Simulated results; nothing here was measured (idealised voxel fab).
The following is a process module called voxel capacitor over wiring.
Square cell edge 5 nm, section width 270 nm, ID cut.
Cross-section = grid of square cells, listed top down in bands; band = one or more rows. Heights first: top, then bottom, in nm. Then materials, left to right, each with a width in nm. "throughout" on a single material: fills the band edge to edge. "air": empty space. Height datum 0, below which the as-received substrate wafer is one material. Lowest band open at the bottom, running downward: "z 0 and below". You'd read "30..40" like this: the band's top row of cells is as wide as the first number, its bottom row is as wide as the second, and going down, every row changes width by the same amount as the row before did. Key: "left unchanged" - step with no changed cell in the cross-section. In the "Fully sealed voids" entry, you get each enclosed empty space of 8 cells or more, one with no open way to the top, written width x height at distance, distance from the left edge, in nm. Post-settings text on a step line: simulator's own remark regarding the step. Steps that use a mask can have "overlay nm" on their line. It says how far the mask sat to the right of where it was meant to be. Negative means to the left.
List of planned process steps:
1) RECEIVE | material Si
2) CONFORMAL_DEP | material SiO2 | thk nm 15
3) DIRECTIONAL_DEP | material TiN | thk nm 5
4) DIRECTIONAL_DEP | material Ru | thk nm 25
5) DIRECTIONAL_DEP | material aC | thk nm 15
6) PATTERN | tone cover | mask id METAL_1 | material resist | width nm 20 | pitch nm 85 | thk nm 35 | overlay nm 0
7) DIRECTIONAL_ETCH | etch materials aC | depth nm 15
8) STRIP | etch materials resist
9) DIRECTIONAL_ETCH | etch materials Ru | depth nm 25
10) DIRECTIONAL_ETCH | etch materials TiN | depth nm 5
11) STRIP | etch materials aC
12) CONFORMAL_DEP | material SiCN | thk nm 5
13) FILL_DEP | material lowk | thk nm 5
14) CMP | height nm 45
15) CONFORMAL_DEP | material SiCN | thk nm 5
16) DIRECTIONAL_DEP | material SiO2 | thk nm 15
17) DIRECTIONAL_DEP | material aC | thk nm 10
18) PATTERN | tone open | mask id PLUG_1 | material resist | width nm 15 | thk nm 25 | overlay nm 0
19) DIRECTIONAL_ETCH | etch materials aC | depth nm 10
20) STRIP | etch materials resist
21) DIRECTIONAL_ETCH | etch materials SiO2 | depth nm 15
22) DIRECTIONAL_ETCH | etch materials SiCN | depth nm 5
23) STRIP | etch materials aC
24) CONFORMAL_DEP | material TiN | thk nm 5
25) FILL_DEP | material Ru | thk nm 10
26) CMP | height nm 65
27) DIRECTIONAL_DEP | material TiN | thk nm 5
28) DIRECTIONAL_DEP | material SiN | thk nm 5
29) DIRECTIONAL_DEP | material TiN | thk nm 5
30) MASKED_ETCH | tone cover | mask id UPPER_PLATE | width nm 70 | etch materials TiN | depth nm 5 | overlay nm 0
31) MASKED_ETCH | tone cover | mask id UPPER_PLATE | width nm 70 | etch materials SiN | depth nm 5 | overlay nm 0
32) PATTERN | tone cover | mask id LOWER_PLATE | material resist | width nm 80 | thk nm 15 | overlay nm 0
33) DIRECTIONAL_ETCH | etch materials TiN | depth nm 5
34) STRIP | etch materials resist
35) FILL_DEP | material SiO2 | thk nm 20
36) CMP | height nm 95
37) MASKED_ETCH | tone open | mask id PLUG_2 | width nm 15 | etch materials SiO2 | depth nm 15 | overlay nm 0
38) CONFORMAL_DEP | material TiN | thk nm 5
39) FILL_DEP | material Ru | thk nm 5
40) CMP | height nm 95
41) CONFORMAL_DEP | material SiN | thk nm 5
Here's what the wafer looked like in cross-section when it arrived - that's after step 1:
    z 0 and below | Si throughout
    Fully sealed voids: none
The first of the two wafers as seen in cross-section once the module was finished; processing followed the plan:
    z 100 to 95 | SiN throughout
    z 95 to 85 | SiO2=95 | TiN=5 | Ru=5 | TiN=5 | SiO2=160
    z 85 to 75 | SiO2=95..85 | TiN=15..70 | SiO2=160..115
    z 75 to 70 | SiO2=85 | SiN=70 | SiO2=115
    z 70 to 65 | SiO2=80 | TiN=80 | SiO2=110
    z 65 to 50 | SiO2=85 | TiN=5 | Ru=5 | TiN=5 | SiO2=170
    z 50 to 45 | SiCN=85 | TiN=15 | SiCN=170
    z 45 to 20 | lowk=75 | SiCN=5 | Ru=20 | SiCN=5 | lowk=55 | SiCN=5 | Ru=20 | SiCN=5 | lowk=80
    z 20 to 15 | SiCN=80 | TiN=20 | SiCN=65 | TiN=20 | SiCN=85
    z 15 to 0 | SiO2 throughout
    z 0 and below | Si throughout
    Fully sealed voids: none
Wafer two, end of module, cross-section. Same start, same plan as wafer one. One mistake in the run:
    z 100 to 95 | SiN throughout
    z 95 to 85 | SiO2=95 | TiN=5 | Ru=5 | TiN=5 | SiO2=160
    z 85 to 75 | SiO2=95..85 | TiN=15..70 | SiO2=160..115
    z 75 to 70 | SiO2=80 | TiN=80 | SiO2=110
    z 70 to 65 | SiN throughout
    z 65 to 50 | SiO2=85 | TiN=5 | Ru=5 | TiN=5 | SiO2=170
    z 50 to 45 | SiCN=85 | TiN=15 | SiCN=170
    z 45 to 20 | lowk=75 | SiCN=5 | Ru=20 | SiCN=5 | lowk=55 | SiCN=5 | Ru=20 | SiCN=5 | lowk=80
    z 20 to 15 | SiCN=80 | TiN=20 | SiCN=65 | TiN=20 | SiCN=85
    z 15 to 0 | SiO2 throughout
    z 0 and below | Si throughout
    Fully sealed voids: none
Error vs. plan: the run placed steps 27 and 28 each in the position the plan gave to the other
The closing comparison, in cells, has the second wafer with more or fewer of some materials than the first: 40 more of SiN | 40 fewer of SiO2
